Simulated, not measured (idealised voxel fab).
process module | voxel plated lines
Cross-section cut: width 225 nm, square cells of 5 nm.
In this document a cross-section is written as a grid of square cells. It is given as a series of bands, listed from the top down, and a band is one or more rows of cells. Within each band entry, the heights of the top and of the bottom of the band appear first, in that order and in nm; the materials of the band then follow from left to right, each with its corresponding width in nm. The designation "throughout" on a single material indicates that it fills the band from edge to edge; the designation "air" indicates empty space. Heights from 0 (as-received wafer is one material below). Bottom band endless downward, as "top 0, no bottom". A width given as "30 to 40" starts at the first number in the band's top row and ends at the second number in its bottom row, shifting by an equal amount at every step from row to row. A step reported as "changes: none" is a step in which no cell of the cross-section changed. Each empty space that has no open way to the top and spans at least 8 cells appears under "Closed void catalog" as width x height at distance, the distance counted from the left edge, all in nm. The remark found on a step's line after its settings is issued by the simulator itself and pertains to that step. overlay nm: where the mask lay relative to plan, measured to the right, on steps with a mask; negatives go left.
## Process steps - plan
1,RECEIVE,material Si
2,CONFORMAL_DEP,material SiO2,thk nm 10
3,DIRECTIONAL_DEP,material TiN,thk nm 5
4,PATTERN,tone open,mask id LINES,material resist,width nm 15,pitch nm 35,thk nm 20,overlay nm -15
5,EPI,material Ru,thk nm 5
6,STRIP,etch materials resist
7,DIRECTIONAL_ETCH,etch materials TiN,depth nm 5
8,CONFORMAL_DEP,material SiO2,thk nm 10
Split variable: overlay nm, step 4. Plan value = first wafer. Wafers start alike.
## Sectional view: first of several wafers, as received, after step 1
top 0, no bottom: Si throughout
Closed void catalog: none
## first wafer at the end, after step 8
top 30, bottom 20: 25 air | 140 SiO2 | 60 air
top 20, bottom 15: 35 SiO2 | 15 Ru | 20 SiO2 | 15 Ru | 20 SiO2 | 15 Ru | 20 SiO2 | 15 Ru | 70 SiO2
top 15, bottom 10: 35 SiO2 | 15 TiN | 20 SiO2 | 15 TiN | 20 SiO2 | 15 TiN | 20 SiO2 | 15 TiN | 70 SiO2
top 10, bottom 0: SiO2 throughout
top 0, no bottom: Si throughout
Closed void catalog: none
## End of module: cross-section, last of several wafers
top 30, bottom 20: 55 air | 140 SiO2 | 30 air
top 20, bottom 15: 65 SiO2 | 15 Ru | 20 SiO2 | 15 Ru | 20 SiO2 | 15 Ru | 20 SiO2 | 15 Ru | 40 SiO2
top 15, bottom 10: 65 SiO2 | 15 TiN | 20 SiO2 | 15 TiN | 20 SiO2 | 15 TiN | 20 SiO2 | 15 TiN | 40 SiO2
top 10, bottom 0: SiO2 throughout
top 0, no bottom: Si throughout
Closed void catalog: none
## Per wafer, end of module: cells gained (+) or lost (-) per material since receipt, then closed voids
overlay nm -15; +12 Ru; +212 SiO2; +12 TiN; Closed void catalog: none
overlay nm -10; +12 Ru; +212 SiO2; +12 TiN; Closed void catalog: none
overlay nm -5; +12 Ru; +212 SiO2; +12 TiN; Closed void catalog: none
overlay nm 0; +12 Ru; +212 SiO2; +12 TiN; Closed void catalog: none
overlay nm 5; +12 Ru; +212 SiO2; +12 TiN; Closed void catalog: none
overlay nm 10; +12 Ru; +212 SiO2; +12 TiN; Closed void catalog: none
overlay nm 15; +12 Ru; +212 SiO2; +12 TiN; Closed void catalog: none
